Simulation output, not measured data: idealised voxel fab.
Module name: voxel local oxidation (process module)
Displayed cross-section: cut, width of 165 nm, square cells sized 5 nm.
Cross-sections here: square-cell grids, written as top-down lists of bands, a band being one or more rows of cells. Look at the band entry: it leads with the top's height and the bottom's height in nm. Then it lists the materials left to right, with a width in nm for each. The word "edge to edge" on a single material says that material fills the band edge to edge. The word "air" is empty space. The reference from which all heights are counted is 0, the level beneath which the as-received wafer is entirely one material; the lowest band, having no lower bound, proceeds downward and is written after the example "0 down". Quick explanation for "30 to 40": the width changes in equal steps down the rows of cells, from the first number in the band's top row to the second number in its bottom row. Key: "nothing different" - step with no changed cell in the cross-section. You'll see "Enclosed internal cavities" listing empty spaces that have no way open to the top, as long as they're 8 cells or more; the notation is width x height at distance, where the distance is from the left edge, and all of it is in nm. after a step's settings: what the simulator itself notes on the step. overlay nm: for a step with a mask, the amount by which the mask lay right of where it was planned; a negative amount means left of it.
This section lists the process steps that were planned
1) RECEIVE: material Si
2) OXIDIZE: depth nm 5
3) CONFORMAL_DEP: material SiN, thk nm 15
4) PATTERN: tone cover, mask id ACTIVE, material resist, width nm 105, thk nm 15, overlay nm 0
5) DIRECTIONAL_ETCH: etch materials SiN, depth nm 15
6) STRIP: etch materials resist
7) SELECTIVE_ETCH: etch materials SiO2, depth nm 5
8) OXIDIZE: depth nm 15
9) STRIP: etch materials SiN
Cross-section of the wafer upon arrival, representing the state reached after step 1
0 down | Si edge to edge
Enclosed internal cavities: none
Here's the cross-section of the first of our two wafers at the end of the module - it ran as planned
0 to -5 | 35 nm air / 95 nm SiO2 / 35 nm air
-5 to -20 | 50 nm SiO2 / 65 nm Si / 50 nm SiO2
-20 down | Si edge to edge
Enclosed internal cavities: none
So this is wafer number two of the two, cut at the end of the module - it started where the first did and had the same plan, we just got one thing wrong running it
15 to 0 | 30 nm air / 105 nm SiN / 30 nm air
0 to -5 | 35 nm air / 95 nm SiO2 / 35 nm air
-5 to -20 | 50 nm SiO2 / 65 nm Si / 50 nm SiO2
-20 down | Si edge to edge
Enclosed internal cavities: none
Where did the run depart from the plan? the plan's step 9 was left out and never carried out
Upon completion, the second wafer contains, in terms of cells, a greater or smaller amount of certain materials than the first wafer: +63 SiN
